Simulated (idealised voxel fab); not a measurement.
process module | voxel spacer lines
cross-section cut | 280 nm wide | cells 5 nm
A cross-section is a grid of square cells, given in bands from the top down. A band is one or more rows of cells.
Each band's line starts with the height of the band's top and of its bottom, in nm. Then come its materials from left to right, each with its width in nm. One material with "throughout" fills the band from edge to edge. "air" is empty space.
Height 0 is the level under which the wafer as received is all one material. The lowest band goes on downwards, as in "0 down".
A width such as "30 to 40" changes by the same amount from each row of cells to the next, from the band's top row to its bottom row.
"no change" after a step means that no cell of the cross-section changed.
closed voids: empty space of 8 cells or more with no open way to the top, each as width x height at its distance from the left edge, in nm
after a step's settings: what the simulator itself notes on the step
overlay nm, on a step with a mask: how far to the right of its planned place the mask lay; to the left if negative
plan
1 op RECEIVE | material Si
2 op CONFORMAL_DEP | material Al2O3 | thk nm 5
3 op DIRECTIONAL_DEP | material SiN | thk nm 20
4 op DIRECTIONAL_DEP | material polySi | thk nm 25
5 op PATTERN | tone cover | mask id MANDREL | material resist | width nm 20 | pitch nm 60 | thk nm 30 | overlay nm 0
6 op DIRECTIONAL_ETCH | etch materials polySi | depth nm 25
7 op STRIP | etch materials resist
8 op CONFORMAL_DEP | material SiO2 | thk nm 10
9 op DIRECTIONAL_ETCH | etch materials SiO2 | depth nm 10
10 op STRIP | etch materials polySi
11 op DIRECTIONAL_ETCH | etch materials SiN | depth nm 20
12 op STRIP | etch materials SiO2
as received, after step 1
  0 down: Si throughout
  closed voids: none
first wafer at the end, as planned
  25 to 5: air 60 | SiN 10 | air 20 | SiN 10 | air 20 | SiN 10 | air 20 | SiN 10 | air 20 | SiN 10 | air 20 | SiN 10 | air 60
  5 to 0: Al2O3 throughout
  0 down: Si throughout
  closed voids: none
second wafer at the end: like start, like plan, one mistake
  45 to 25: air 60 | SiN 10 | air 20 | SiN 10 | air 20 | SiN 10 | air 20 | SiN 10 | air 20 | SiN 10 | air 20 | SiN 10 | air 60
  25 to 5: SiN throughout
  5 to 0: Al2O3 throughout
  0 down: Si throughout
  closed voids: none
what went wrong: step 3 was run twice
at the end the second wafer has, in cells: 224 more of SiN
